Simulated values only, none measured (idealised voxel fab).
Proc. module: voxel wiring stack
It is cross-section cut that appears here, measuring 280 nm in width, its square cells being 5 nm in size.
Bands, listed from the top down, are how a cross-section gets written in this document; the cross-section itself is a grid of square cells, and a band is one or more rows of them. Band: top height; bottom height; in nm. Then, left to right: material with width in nm, for each material. "edge to edge": a single material spanning edge to edge. "air": empty space. Heads up on the height convention: 0 is the point under which the incoming wafer is all one material, and the lowest band has no bottom, it just keeps going down, like "top 0, no bottom". A width such as "30->40" changes by the same amount from each row of cells to the next, from the band's top row to its bottom row. Take "nothing was modified" at face value: in the step it is given for, the cross-section changed in none of its cells. Voids not open to the top, 8 cells minimum: see "Enclosed cavities". Written width x height at distance; distance is from the left edge; nm. What comes after the settings on a step's line is commentary from the simulator itself on that step. "overlay nm" answers the question of how far to the right of plan the mask lay on a step that has a mask, and when it is negative the answer is to the left.
BELOW IS THE LIST OF PLANNED PROCESS STEPS
1,RECEIVE: material Si
2,CONFORMAL_DEP: material SiO2, thk nm 10
3,CONFORMAL_DEP: material SiN, thk nm 5
4,DIRECTIONAL_DEP: material lowk, thk nm 15
5,DIRECTIONAL_DEP: material aC, thk nm 10
6,PATTERN: tone open, mask id METAL_1, material resist, width nm 25, pitch nm 40, thk nm 30, overlay nm 0
7,DIRECTIONAL_ETCH: etch materials aC, depth nm 10
8,STRIP: etch materials resist
9,DIRECTIONAL_ETCH: etch materials lowk, depth nm 15
10,DIRECTIONAL_ETCH: etch materials SiN, depth nm 5
11,STRIP: etch materials aC
12,CONFORMAL_DEP: material TiN, thk nm 5
13,FILL_DEP: material Cu, thk nm 5
14,CMP: height nm 30
15,CONFORMAL_DEP: material SiCN, thk nm 5
16,DIRECTIONAL_DEP: material lowk, thk nm 20
17,DIRECTIONAL_DEP: material aC, thk nm 15
18,PATTERN: tone open, mask id PLUG_1, material resist, width nm 15, pitch nm 40, thk nm 35, overlay nm 0
19,DIRECTIONAL_ETCH: etch materials aC, depth nm 15
20,STRIP: etch materials resist
21,DIRECTIONAL_ETCH: etch materials lowk, depth nm 20
22,DIRECTIONAL_ETCH: etch materials SiCN, depth nm 5
23,STRIP: etch materials aC
24,CONFORMAL_DEP: material TiN, thk nm 5
25,FILL_DEP: material Ru, thk nm 5
26,CMP: height nm 55
27,CONFORMAL_DEP: material SiCN, thk nm 5
28,DIRECTIONAL_DEP: material lowk, thk nm 25
29,MASKED_ETCH: tone open, mask id METAL_2, width nm 25, pitch nm 40, etch materials lowk, depth nm 25, overlay nm 0
30,MASKED_ETCH: tone open, mask id METAL_2, width nm 25, pitch nm 40, etch materials SiCN, depth nm 5, overlay nm 0
31,CONFORMAL_DEP: material TiN, thk nm 5
32,FILL_DEP: material Cu, thk nm 5
33,CMP: height nm 85
34,CONFORMAL_DEP: material SiN, thk nm 5
INCOMING WAFER IN CROSS-SECTION (STATE: AFTER STEP 1)
top 0, no bottom | Si edge to edge
Enclosed cavities: none
THE MODULE WAS RUN FROM THE START SHOWN ABOVE USING THE PLAN SHOWN ABOVE, BUT ONE MISTAKE WAS MADE DOING IT; THE RESULTING WAFER CROSS-SECTION IS BELOW
top 90, bottom 85 | SiN edge to edge
top 85, bottom 60 | 105 nm lowk, 5 nm TiN, 15 nm Cu, 5 nm TiN, 15 nm lowk, 5 nm TiN, 15 nm Cu, 5 nm TiN, 110 nm lowk
top 60, bottom 55 | 105 nm SiCN, 25 nm TiN, 15 nm SiCN, 25 nm TiN, 110 nm SiCN
top 55, bottom 35 | 105 nm lowk, 5 nm TiN, 5 nm Ru, 5 nm TiN, 25 nm lowk, 5 nm TiN, 5 nm Ru, 5 nm TiN, 120 nm lowk
top 35, bottom 30 | 105 nm SiCN, 15 nm TiN, 25 nm SiCN, 15 nm TiN, 120 nm SiCN
top 30, bottom 20 | 105 nm lowk, 5 nm TiN, 15 nm Cu, 5 nm TiN, 15 nm lowk, 5 nm TiN, 15 nm Cu, 5 nm TiN, 110 nm lowk
top 20, bottom 15 | 105 nm lowk, 25 nm TiN, 15 nm lowk, 25 nm TiN, 110 nm lowk
top 15, bottom 5 | SiO2 edge to edge
top 5, bottom 0 | SiN edge to edge
top 0, no bottom | Si edge to edge
Enclosed cavities: none
What was done differently from what was planned? the processing plan was not followed for steps 2 and 3, which were run with their positions exchanged
